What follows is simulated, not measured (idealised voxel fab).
Documented hereafter: the process module known as voxel plated lines.
Square cell edge 5 nm, section width 245 nm, ID cut.
In what follows, cross-sections appear as grids of square cells, described through bands that run from the top down, where every band is one or more rows of cells.
This entry defines a band. It first specifies the height of the band's top and the height of its bottom in nm, and then specifies the band's materials from left to right, stating each material with its width in nm. The word "all across" identifies a single material that fills the band from edge to edge, while the word "blank" identifies empty space.
Heights are measured from 0, the level below which the as-received wafer is all one material; the lowest band has no bottom and continues downward, written as in "0 and below".
Width: "30..40" (first number = top row, second number = bottom row, same change from row to row of cells).
A step reported as "everything unchanged" is a step in which no cell of the cross-section changed.
"Closed internal cavities" contains a list of empty spaces, each no smaller than 8 cells and without an open way to the top, written in the form width x height at distance with the distance from the left edge and all three in nm.
On each step's line, the part that comes after the settings is the simulator's own comment on the step.
overlay nm, on a step with a mask: how far to the right of its planned place the mask lay; to the left if negative

THE PROCESS STEPS THAT WERE PLANNED ARE LISTED BELOW
| 1 | RECEIVE [material Si] |
| 2 | CONFORMAL_DEP [material SiN] [thk nm 15] |
| 3 | DIRECTIONAL_DEP [material TiN] [thk nm 5] |
| 4 | PATTERN [tone open] [mask id LINES] [material resist] [width nm 20] [pitch nm 45] [thk nm 15] [overlay nm 0] |
| 5 | EPI [material Ru] [thk nm 10] |
| 6 | STRIP [etch materials resist] |
| 7 | DIRECTIONAL_ETCH [etch materials TiN] [depth nm 5] |
| 8 | CONFORMAL_DEP [material SiO2] [thk nm 5] |

WAFER CROSS-SECTION ON RECEIPT, I.E. AFTER STEP 1
* 0 and below: Si all across
* Closed internal cavities: none

WAFER CROSS-SECTION AT END OF MODULE: START AND PLAN AS SHOWN ABOVE, ONE EXECUTION ERROR
* 35 down to 30: 35 blank | 30 SiO2 | 15 blank | 30 SiO2 | 15 blank | 30 SiO2 | 15 blank | 30 SiO2 | 45 blank
* 30 down to 20: 35 blank | 5 SiO2 | 20 Ru | 5 SiO2 | 15 blank | 5 SiO2 | 20 Ru | 5 SiO2 | 15 blank | 5 SiO2 | 20 Ru | 5 SiO2 | 15 blank | 5 SiO2 | 20 Ru | 5 SiO2 | 45 blank
* 20 down to 15: 40 SiO2 | 20 TiN | 25 SiO2 | 20 TiN | 25 SiO2 | 20 TiN | 25 SiO2 | 20 TiN | 50 SiO2
* 15 down to 0: SiN all across
* 0 and below: Si all across
* Closed internal cavities: none
Finding, execution versus plan: so step 4 ended up running with a different setting than we planned, it ran as PATTERN [tone open] [mask id LINES] [material resist] [width nm 20] [pitch nm 45] [thk nm 15] [overlay nm -5]
